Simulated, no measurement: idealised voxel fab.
Herein follows the process module entitled voxel capacitor over wiring.
Section shown: cut. Width: 300 nm. Cell size: 5 nm, square.
A cross-section is a grid of square cells, given in bands from the top down. A band is one or more rows of cells.
First you get the band's top height and its bottom height, in nm, and then the materials it's made of, left to right, with each width in nm. If you see a single material with "all across", that one covers the band edge to edge. "empty" is empty space.
All heights in this document are referenced to 0, defined as the level beneath which the wafer, as received, consists entirely of one material. The lowest band is not bounded below; it extends indefinitely downward and is written in the form "z 0 and below".
A width given as "30->40" starts at the first number in the band's top row and ends at the second number in its bottom row, shifting by an equal amount at every step from row to row.
Given "all unchanged" for a step, no cell of the cross-section differs between before and after that step.
Basically, "Enclosed internal voids" tells you about the enclosed voids: empty spaces with no open way to the top, 8 cells or bigger, each written width x height at distance, where distance is from the left edge, all in nm.
On each step's line, the part that comes after the settings is the simulator's own comment on the step.
Steps that use a mask can have "overlay nm" on their line. It says how far the mask sat to the right of where it was meant to be. Negative means to the left.

These are the steps we planned for the process:
1: RECEIVE, material Si
2: CONFORMAL_DEP, material SiO2, thk nm 5
3: DIRECTIONAL_DEP, material TiN, thk nm 5
4: DIRECTIONAL_DEP, material W, thk nm 20
5: PATTERN, tone cover, mask id METAL_1, material resist, width nm 25, pitch nm 75, thk nm 20, overlay nm 0
6: DIRECTIONAL_ETCH, etch materials W, depth nm 20
7: DIRECTIONAL_ETCH, etch materials TiN, depth nm 5
8: STRIP, etch materials resist
9: CONFORMAL_DEP, material SiN, thk nm 5
10: FILL_DEP, material lowk, thk nm 10
11: CMP, height nm 40
12: CONFORMAL_DEP, material SiCN, thk nm 5
13: DIRECTIONAL_DEP, material SiO2, thk nm 20
14: MASKED_ETCH, tone open, mask id PLUG_1, width nm 15, etch materials SiO2, depth nm 20, overlay nm 0
15: MASKED_ETCH, tone open, mask id PLUG_1, width nm 15, etch materials SiCN, depth nm 5, overlay nm 0
16: EPI, material Ru, thk nm 10
17: EPI, material Ru, thk nm 10
18: EPI, material Ru, thk nm 5
19: DIRECTIONAL_DEP, material TiN, thk nm 10
20: DIRECTIONAL_DEP, material HfO2, thk nm 5
21: DIRECTIONAL_DEP, material TiN, thk nm 10
22: MASKED_ETCH, tone cover, mask id UPPER_PLATE, width nm 55, etch materials TiN, depth nm 10, overlay nm 0
23: MASKED_ETCH, tone cover, mask id UPPER_PLATE, width nm 55, etch materials HfO2, depth nm 5, overlay nm 0
24: DIRECTIONAL_DEP, material aC, thk nm 15
25: PATTERN, tone cover, mask id LOWER_PLATE, material resist, width nm 65, thk nm 35, overlay nm 0
26: DIRECTIONAL_ETCH, etch materials aC, depth nm 15
27: STRIP, etch materials resist
28: DIRECTIONAL_ETCH, etch materials TiN, depth nm 10
29: STRIP, etch materials aC
30: FILL_DEP, material SiO2, thk nm 20
31: CMP, height nm 105
32: DIRECTIONAL_DEP, material aC, thk nm 10
33: PATTERN, tone open, mask id PLUG_2, material resist, width nm 15, thk nm 25, overlay nm 0
34: DIRECTIONAL_ETCH, etch materials aC, depth nm 10
35: STRIP, etch materials resist
36: DIRECTIONAL_ETCH, etch materials SiO2, depth nm 15
37: STRIP, etch materials aC
38: CONFORMAL_DEP, material TiN, thk nm 5
39: FILL_DEP, material W, thk nm 5
40: CMP, height nm 105
41: CONFORMAL_DEP, material SiCN, thk nm 5
The plan's step 2 thk nm is the first wafer's value; the wafers differ in this setting and start identical.

This is how the first of several wafers looked in cross-section when it arrived, which is after step 1:
	z 0 and below: Si all across
	Enclosed internal voids: none

The rows of the table below are wafers. Looking at the end of the module, a row counts, for every material, the cells the wafer has gained, shown as (+), or lost, shown as (-), since it was received; its closed voids come next:
thk nm 5, +11 HfO2, +117 SiCN, +80 SiN, +715 SiO2, +65 TiN, +42 W, +290 lowk, Enclosed internal voids: none
thk nm 10, +11 HfO2, +117 SiCN, +80 SiN, +775 SiO2, +65 TiN, +42 W, +230 lowk, Enclosed internal voids: none
thk nm 15, +11 HfO2, +15 Ru, +117 SiCN, +66 SiN, +820 SiO2, +65 TiN, +42 W, +184 lowk, Enclosed internal voids: none
thk nm 20, +11 HfO2, +15 Ru, +117 SiCN, +62 SiN, +880 SiO2, +65 TiN, +32 W, +138 lowk, Enclosed internal voids: none
thk nm 25, +11 HfO2, +15 Ru, +117 SiCN, +58 SiN, +940 SiO2, +65 TiN, +22 W, +92 lowk, Enclosed internal voids: none
thk nm 30, +11 HfO2, +15 Ru, +117 SiCN, +54 SiN, +1000 SiO2, +65 TiN, +12 W, +46 lowk, Enclosed internal voids: none
